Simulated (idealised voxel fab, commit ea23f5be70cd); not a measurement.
This is a process module. Its name is voxel spacer lines.
Square cell edge 5 nm, section width 265 nm, ID cut.
Bands, listed from the top down, are how a cross-section gets written in this document; the cross-section itself is a grid of square cells, and a band is one or more rows of them.
First you get the band's top height and its bottom height, in nm, and then the materials it's made of, left to right, with each width in nm. If you see a single material with "edge to edge", that one covers the band edge to edge. "blank" is empty space.
Convention: height 0 is the level below which the wafer, as received, is all one material. The lowest band does not terminate at the bottom but continues downward, represented as "top 0, no bottom".
So if you see something like "30 to 40" for the width, read it as the top row of the band sitting at the first number and the bottom row at the second, with every row in between moving by the same amount as the last.
The designation "nothing got changed", where it is given for a processing step, indicates that no cell of the cross-section was altered in the course of that step.
"Enclosed void inventory" specifies each empty space that is not open to the top and that occupies no fewer than 8 cells, using the form width x height at distance, the distance measured from the left edge and all three quantities in nm.
On each step's line, the part that comes after the settings is the simulator's own comment on the step.
overlay nm, on a step with a mask: how far to the right of its planned place the mask lay; to the left if negative

-- Listed below are the process steps as planned
- 1: RECEIVE: material Si
- 2: CONFORMAL_DEP: material Al2O3, thk nm 10
- 3: DIRECTIONAL_DEP: material SiN, thk nm 10
- 4: DIRECTIONAL_DEP: material aC, thk nm 30
- 5: PATTERN: tone cover, mask id MANDREL, material resist, width nm 25, pitch nm 80, thk nm 35, overlay nm 0
- 6: DIRECTIONAL_ETCH: etch materials aC, depth nm 30
- 7: STRIP: etch materials resist
- 8: CONFORMAL_DEP: material SiO2, thk nm 15
- 9: DIRECTIONAL_ETCH: etch materials SiO2, depth nm 15
- 10: STRIP: etch materials aC
- 11: DIRECTIONAL_ETCH: etch materials SiN, depth nm 10
- 12: STRIP: etch materials SiO2
- 13: FILL_DEP: material lowk, thk nm 10
- 14: CMP: height nm 20

-- Wafer, first of two, run as planned

-- as received, after step 1
    top 0, no bottom: Si edge to edge
    Enclosed void inventory: none

-- Step 2 done - wafer cross-section
    top 10, bottom 0: Al2O3 edge to edge
    Below 0 it's all the same as before, nothing changed down there.

-- Step 3 done - wafer cross-section
    top 20, bottom 10: SiN edge to edge
    Below 10 it's all the same as before, nothing changed down there.

-- Step 4 done - wafer cross-section
    top 50, bottom 20: aC edge to edge
    Below 20 it's all the same as before, nothing changed down there.

-- Step 5 done - wafer cross-section
    top 85, bottom 50: blank=40 / resist=25 / blank=55 / resist=25 / blank=55 / resist=25 / blank=40
    Below 50 it's all the same as before, nothing changed down there.

-- Step 6 done - wafer cross-section
    top 55, bottom 50: blank=40 / resist=25 / blank=55 / resist=25 / blank=55 / resist=25 / blank=40
    top 50, bottom 20: blank=40 / aC=25 / blank=55 / aC=25 / blank=55 / aC=25 / blank=40
    Below 20 it's all the same as before, nothing changed down there.

-- Step 7 done - wafer cross-section
    top 50, bottom 20: blank=40 / aC=25 / blank=55 / aC=25 / blank=55 / aC=25 / blank=40
    Below 20 it's all the same as before, nothing changed down there.

-- Step 8 done - wafer cross-section
    top 65, bottom 50: blank=25 / SiO2=55 / blank=25 / SiO2=55 / blank=25 / SiO2=55 / blank=25
    top 50, bottom 35: blank=25 / SiO2=15 / aC=25 / SiO2=15 / blank=25 / SiO2=15 / aC=25 / SiO2=15 / blank=25 / SiO2=15 / aC=25 / SiO2=15 / blank=25
    top 35, bottom 20: SiO2=40 / aC=25 / SiO2=55 / aC=25 / SiO2=55 / aC=25 / SiO2=40
    Below 20 it's all the same as before, nothing changed down there.

-- Step 9 done - wafer cross-section
    top 50, bottom 20: blank=25 / SiO2=15 / aC=25 / SiO2=15 / blank=25 / SiO2=15 / aC=25 / SiO2=15 / blank=25 / SiO2=15 / aC=25 / SiO2=15 / blank=25
    Below 20 it's all the same as before, nothing changed down there.

-- Step 10 done - wafer cross-section
    top 50, bottom 20: blank=25 / SiO2=15 / blank=25 / SiO2=15 / blank=25 / SiO2=15 / blank=25 / SiO2=15 / blank=25 / SiO2=15 / blank=25 / SiO2=15 / blank=25
    Below 20 it's all the same as before, nothing changed down there.

-- Step 11 done - wafer cross-section
    top 50, bottom 20: blank=25 / SiO2=15 / blank=25 / SiO2=15 / blank=25 / SiO2=15 / blank=25 / SiO2=15 / blank=25 / SiO2=15 / blank=25 / SiO2=15 / blank=25
    top 20, bottom 10: blank=25 / SiN=15 / blank=25 / SiN=15 / blank=25 / SiN=15 / blank=25 / SiN=15 / blank=25 / SiN=15 / blank=25 / SiN=15 / blank=25
    Below 10 it's all the same as before, nothing changed down there.

-- Step 12 done - wafer cross-section
    top 20, bottom 10: blank=25 / SiN=15 / blank=25 / SiN=15 / blank=25 / SiN=15 / blank=25 / SiN=15 / blank=25 / SiN=15 / blank=25 / SiN=15 / blank=25
    Below 10 it's all the same as before, nothing changed down there.

-- Step 13 done - wafer cross-section
    top 30, bottom 20: lowk edge to edge
    top 20, bottom 10: lowk=25 / SiN=15 / lowk=25 / SiN=15 / lowk=25 / SiN=15 / lowk=25 / SiN=15 / lowk=25 / SiN=15 / lowk=25 / SiN=15 / lowk=25
    Below 10 it's all the same as before, nothing changed down there.

-- Step 14 done - wafer cross-section
    top 20, bottom 10: lowk=25 / SiN=15 / lowk=25 / SiN=15 / lowk=25 / SiN=15 / lowk=25 / SiN=15 / lowk=25 / SiN=15 / lowk=25 / SiN=15 / lowk=25
    Below 10 it's all the same as before, nothing changed down there.

-- Second Wafer (Identical Start and Plan, One Processing Error; Matches First Wafer Through Step 1)

-- The second wafer in cross-section, at the planned close of step 2
    top 10, bottom 0: aC edge to edge
    Below 0 it's all the same as before, nothing changed down there.

-- The second wafer in cross-section, at the planned close of step 3
    top 20, bottom 10: SiN edge to edge
    Below 10 it's all the same as before, nothing changed down there.

-- The second wafer in cross-section, at the planned close of step 4
    top 50, bottom 20: aC edge to edge
    Below 20 it's all the same as before, nothing changed down there.

-- The second wafer in cross-section, at the planned close of step 5
    top 85, bottom 50: blank=40 / resist=25 / blank=55 / resist=25 / blank=55 / resist=25 / blank=40
    Below 50 it's all the same as before, nothing changed down there.

-- The second wafer in cross-section, at the planned close of step 6
    top 55, bottom 50: blank=40 / resist=25 / blank=55 / resist=25 / blank=55 / resist=25 / blank=40
    top 50, bottom 20: blank=40 / aC=25 / blank=55 / aC=25 / blank=55 / aC=25 / blank=40
    Below 20 it's all the same as before, nothing changed down there.

-- The second wafer in cross-section, at the planned close of step 7
    top 50, bottom 20: blank=40 / aC=25 / blank=55 / aC=25 / blank=55 / aC=25 / blank=40
    Below 20 it's all the same as before, nothing changed down there.

-- The second wafer in cross-section, at the planned close of step 8
    top 65, bottom 50: blank=25 / SiO2=55 / blank=25 / SiO2=55 / blank=25 / SiO2=55 / blank=25
    top 50, bottom 35: blank=25 / SiO2=15 / aC=25 / SiO2=15 / blank=25 / SiO2=15 / aC=25 / SiO2=15 / blank=25 / SiO2=15 / aC=25 / SiO2=15 / blank=25
    top 35, bottom 20: SiO2=40 / aC=25 / SiO2=55 / aC=25 / SiO2=55 / aC=25 / SiO2=40
    Below 20 it's all the same as before, nothing changed down there.

-- The second wafer in cross-section, at the planned close of step 9
    top 50, bottom 20: blank=25 / SiO2=15 / aC=25 / SiO2=15 / blank=25 / SiO2=15 / aC=25 / SiO2=15 / blank=25 / SiO2=15 / aC=25 / SiO2=15 / blank=25
    Below 20 it's all the same as before, nothing changed down there.

-- The second wafer in cross-section, at the planned close of step 10
    top 50, bottom 20: blank=25 / SiO2=15 / blank=25 / SiO2=15 / blank=25 / SiO2=15 / blank=25 / SiO2=15 / blank=25 / SiO2=15 / blank=25 / SiO2=15 / blank=25
    Below 20 it's all the same as before, nothing changed down there.

-- The second wafer in cross-section, at the planned close of step 11
    top 50, bottom 20: blank=25 / SiO2=15 / blank=25 / SiO2=15 / blank=25 / SiO2=15 / blank=25 / SiO2=15 / blank=25 / SiO2=15 / blank=25 / SiO2=15 / blank=25
    top 20, bottom 10: blank=25 / SiN=15 / blank=25 / SiN=15 / blank=25 / SiN=15 / blank=25 / SiN=15 / blank=25 / SiN=15 / blank=25 / SiN=15 / blank=25
    Below 10 it's all the same as before, nothing changed down there.

-- The second wafer in cross-section, at the planned close of step 12
    top 20, bottom 10: blank=25 / SiN=15 / blank=25 / SiN=15 / blank=25 / SiN=15 / blank=25 / SiN=15 / blank=25 / SiN=15 / blank=25 / SiN=15 / blank=25
    Below 10 it's all the same as before, nothing changed down there.

-- The second wafer in cross-section, at the planned close of step 13
    top 30, bottom 20: lowk edge to edge
    top 20, bottom 10: lowk=25 / SiN=15 / lowk=25 / SiN=15 / lowk=25 / SiN=15 / lowk=25 / SiN=15 / lowk=25 / SiN=15 / lowk=25 / SiN=15 / lowk=25
    Below 10 it's all the same as before, nothing changed down there.

-- The second wafer in cross-section, at the planned close of step 14
    top 20, bottom 10: lowk=25 / SiN=15 / lowk=25 / SiN=15 / lowk=25 / SiN=15 / lowk=25 / SiN=15 / lowk=25 / SiN=15 / lowk=25 / SiN=15 / lowk=25
    Below 10 it's all the same as before, nothing changed down there.
Finding, execution versus plan: step 2 did not happen as planned, as run it was CONFORMAL_DEP: material aC, thk nm 10
It is noted that, at the conclusion of processing, the second wafer exhibits a higher or lower cell count for certain materials relative to the first: 106 fewer of Al2O3 | 106 more of aC
